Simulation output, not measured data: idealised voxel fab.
process module | voxel tone inversion
cross-section cut | 160 nm wide | cells 5 nm
A cross-section is a grid of square cells, given in bands from the top down. A band is one or more rows of cells.
Each band's line starts with the height of the band's top and of its bottom, in nm. Then come its materials from left to right, each with its width in nm. One material with "throughout" fills the band from edge to edge. "air" is empty space.
Height 0 is the level under which the wafer as received is all one material. The lowest band goes on downwards, as in "0 down".
A width such as "30 to 40" changes by the same amount from each row of cells to the next, from the band's top row to its bottom row.
"no change" after a step means that no cell of the cross-section changed.
closed voids: empty space of 8 cells or more with no open way to the top, each as width x height at its distance from the left edge, in nm
after a step's settings: what the simulator itself notes on the step
overlay nm, on a step with a mask: how far to the right of its planned place the mask lay; to the left if negative
plan
1 op RECEIVE | material Si
2 op CONFORMAL_DEP | material SiN | thk nm 10
3 op DIRECTIONAL_DEP | material aC | thk nm 15
4 op PATTERN | tone cover | mask id POSTS | material resist | width nm 15 | pitch nm 50 | thk nm 20 | overlay nm 0
5 op DIRECTIONAL_ETCH | etch materials aC | depth nm 15
6 op STRIP | etch materials resist
7 op FILL_DEP | material SiO2 | thk nm 5
8 op CMP | height nm 25
9 op STRIP | etch materials aC
varied across the wafers: width nm of step 4. The plan shows the first wafer's value. All wafers start alike
first wafer as received, after step 1
  0 down: Si throughout
  closed voids: none
each wafer at the end: cells of each material gained (+) or lost (-) since it was received, then its closed voids
width nm 15 | +64 SiN | +69 SiO2 | closed voids: none
width nm 20 | +64 SiN | +60 SiO2 | closed voids: none
width nm 25 | +64 SiN | +51 SiO2 | closed voids: none
width nm 30 | +64 SiN | +42 SiO2 | closed voids: none
